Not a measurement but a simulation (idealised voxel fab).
This section sets out a process module, namely voxel capacitor over wiring.
In the cross-section labelled cut, the width is 205 nm and each square cell is 5 nm.
Throughout this document, each cross-section is represented as a grid of square cells and is presented as a sequence of bands enumerated from the top downward, where a band comprises one or more rows of cells. Heights first: top, then bottom, in nm. Then materials, left to right, each with a width in nm. "throughout" on a single material: fills the band edge to edge. "air": empty space. A quick word on heights: they are counted from 0, and under that level the wafer as it came to us is one material throughout. The lowest band is different from the rest in having no bottom; it simply continues downward, written as in "top 0, no bottom". A two-number width, for instance "30..40", indicates that the width is equal to the first number in the top row of the band and to the second number in the bottom row, and that it changes by a constant amount per row of cells. "remains unaltered", as given for a step, is the statement that not any cell of the cross-section underwent a change during that step. "Voids, fully enclosed" means: voids of 8 cells or more that are shut off from the top with no open way through. Written width x height at distance, distance from the left edge, in nm. Text after the settings on a step's line: the simulator's own remark on that step. The "overlay nm" setting may appear on a step's line; for a step that uses a mask, it gives how far to the right of its planned position the mask lay, and a negative value indicates the left.
# These are the steps we planned for the process
1. RECEIVE | material Si
2. CONFORMAL_DEP | material SiO2 | thk nm 10
3. DIRECTIONAL_DEP | material TiN | thk nm 5
4. DIRECTIONAL_DEP | material Ru | thk nm 20
5. MASKED_ETCH | tone cover | mask id METAL_1 | width nm 25 | pitch nm 90 | etch materials Ru | depth nm 20 | overlay nm 0
6. MASKED_ETCH | tone cover | mask id METAL_1 | width nm 25 | pitch nm 90 | etch materials TiN | depth nm 5 | overlay nm 0
7. CONFORMAL_DEP | material SiN | thk nm 5
8. FILL_DEP | material SiO2 | thk nm 10
9. CMP | height nm 35
10. CONFORMAL_DEP | material SiCN | thk nm 5
11. DIRECTIONAL_DEP | material lowk | thk nm 20
12. DIRECTIONAL_DEP | material aC | thk nm 10
13. PATTERN | tone open | mask id PLUG_1 | material resist | width nm 15 | thk nm 30 | overlay nm 0
14. DIRECTIONAL_ETCH | etch materials aC | depth nm 10
15. STRIP | etch materials resist
16. DIRECTIONAL_ETCH | etch materials lowk | depth nm 20
17. DIRECTIONAL_ETCH | etch materials SiCN | depth nm 5
18. STRIP | etch materials aC
19. EPI | material Ru | thk nm 10
20. EPI | material Ru | thk nm 10
21. EPI | material Ru | thk nm 5
22. DIRECTIONAL_DEP | material TiN | thk nm 10
23. DIRECTIONAL_DEP | material SiN | thk nm 5
24. DIRECTIONAL_DEP | material TiN | thk nm 5
25. PATTERN | tone cover | mask id UPPER_PLATE | material resist | width nm 70 | thk nm 15 | overlay nm 0
26. DIRECTIONAL_ETCH | etch materials TiN | depth nm 5
27. DIRECTIONAL_ETCH | etch materials SiN | depth nm 5
28. STRIP | etch materials resist
29. DIRECTIONAL_DEP | material aC | thk nm 15
30. PATTERN | tone cover | mask id LOWER_PLATE | material resist | width nm 80 | thk nm 30 | overlay nm 0
31. DIRECTIONAL_ETCH | etch materials aC | depth nm 15
32. STRIP | etch materials resist
33. DIRECTIONAL_ETCH | etch materials TiN | depth nm 10
34. STRIP | etch materials aC
35. FILL_DEP | material SiO2 | thk nm 20
36. CMP | height nm 95
37. MASKED_ETCH | tone open | mask id PLUG_2 | width nm 15 | etch materials SiO2 | depth nm 15 | overlay nm 0
38. CONFORMAL_DEP | material TiN | thk nm 5
39. FILL_DEP | material W | thk nm 10
40. CMP | height nm 95
41. CONFORMAL_DEP | material SiN | thk nm 5
# Shown in cross-section is the wafer as received, that is, as it stands after step 1
> top 0, no bottom = Si throughout
> Voids, fully enclosed: none
# The plan above was carried out on the starting structure above with one mistake, and this cross-section shows the wafer at the end of the module
> top 100, bottom 95 = SiN throughout
> top 95, bottom 90 = SiO2: 65; TiN: 5; W: 5; TiN: 5; SiO2: 125
> top 90, bottom 85 = SiO2: 65; TiN: 15; SiO2: 125
> top 85, bottom 80 = SiO2: 55; TiN: 5; SiO2: 5; TiN: 60; SiO2: 80
> top 80, bottom 75 = SiO2: 55; SiN: 5; TiN: 5; SiN: 60; SiO2: 80
> top 75, bottom 70 = Ru: 60; SiN: 5; Ru: 140
> top 70, bottom 65 = TiN: 55; Ru: 15; TiN: 135
> top 65, bottom 60 = TiN throughout
> top 60, bottom 55 = lowk: 55; TiN: 15; lowk: 135
> top 55, bottom 40 = lowk: 55; Ru: 15; lowk: 135
> top 40, bottom 35 = SiCN: 55; Ru: 15; SiCN: 135
> top 35, bottom 15 = SiO2: 40; SiN: 5; Ru: 25; SiN: 5; SiO2: 55; SiN: 5; Ru: 25; SiN: 5; SiO2: 40
> top 15, bottom 10 = SiN: 45; TiN: 25; SiN: 65; TiN: 25; SiN: 45
> top 10, bottom 0 = SiO2 throughout
> top 0, no bottom = Si throughout
> Voids, fully enclosed: none
Heads up, the wafer didn't run the way we planned it: order of steps 21 and 22 inverted relative to the plan
